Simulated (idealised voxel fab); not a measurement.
Name of the process module below: voxel released beams
The cross-section shown here is cut; it is 140 nm wide and divided into square cells measuring 5 nm on a side.
We lay out every cross-section as a grid of square cells and spell it out in bands from the top down, where one band means one or more rows of cells. Read a band's entry like this: the first values are the height of its top and the height of its bottom in nm, and what follows is the sequence of materials from left to right, each with its width in nm. Note that "air" is empty space, and that a single material marked "edge to edge" reaches across the band from edge to edge. Heights are reckoned from 0. Under this level, the received wafer is all of one material. The bottommost band is open-ended downward, for example "0..down". A two-number width, for instance "30->40", indicates that the width is equal to the first number in the top row of the band and to the second number in the bottom row, and that it changes by a constant amount per row of cells. Key: "nothing changed" - step with no changed cell in the cross-section. Empty spaces counting at least 8 cells and having no open way to the top are listed in "Sealed-off cavities". The notation width x height at distance is used for each, the distance being from the left edge and all three values in nm. Anything after a step's settings on that line? It's the simulator's own note about the step. The line of a step may include "overlay nm". On a step with a mask, this value is how far to the right of its planned place the mask lay. A negative value means the mask lay to the left.

**The planned process steps are enumerated hereunder**
- 1: RECEIVE [material Si]
- 2: CONFORMAL_DEP [material SiN] [thk nm 10]
- 3: DIRECTIONAL_DEP [material SiO2] [thk nm 10]
- 4: MASKED_ETCH [tone open] [mask id ANCHOR] [width nm 35] [etch materials SiO2] [depth nm 10] [overlay nm 0]
- 5: CONFORMAL_DEP [material polySi] [thk nm 15]
- 6: DIRECTIONAL_DEP [material aC] [thk nm 15]
- 7: PATTERN [tone cover] [mask id BEAM] [material resist] [width nm 70] [thk nm 35] [overlay nm 0]
- 8: DIRECTIONAL_ETCH [etch materials aC] [depth nm 15]
- 9: STRIP [etch materials resist]
- 10: DIRECTIONAL_ETCH [etch materials polySi] [depth nm 15]
- 11: STRIP [etch materials aC]
- 12: STRIP [etch materials SiO2]
Across this set of wafers, the varied parameter is the width nm of step 7. Starting conditions are identical for every wafer, and the plan reports the value assigned to the first wafer.

**Incoming state of the first of several wafers in cross-section: after step 1**
  0..down: Si edge to edge
  Sealed-off cavities: none

**For your reference, the table is organized with a row per wafer; each row reflects the wafer at the end of the module, indicating for each material the cells gained (+) or lost (-) since receipt, and thereafter its closed voids**
width nm 70 | +56 SiN | +54 polySi | Sealed-off cavities: none
width nm 75 | +56 SiN | +57 polySi | Sealed-off cavities: none
width nm 80 | +56 SiN | +60 polySi | Sealed-off cavities: none
width nm 85 | +56 SiN | +63 polySi | Sealed-off cavities: none
width nm 90 | +56 SiN | +66 polySi | Sealed-off cavities: none
width nm 95 | +56 SiN | +69 polySi | Sealed-off cavities: none
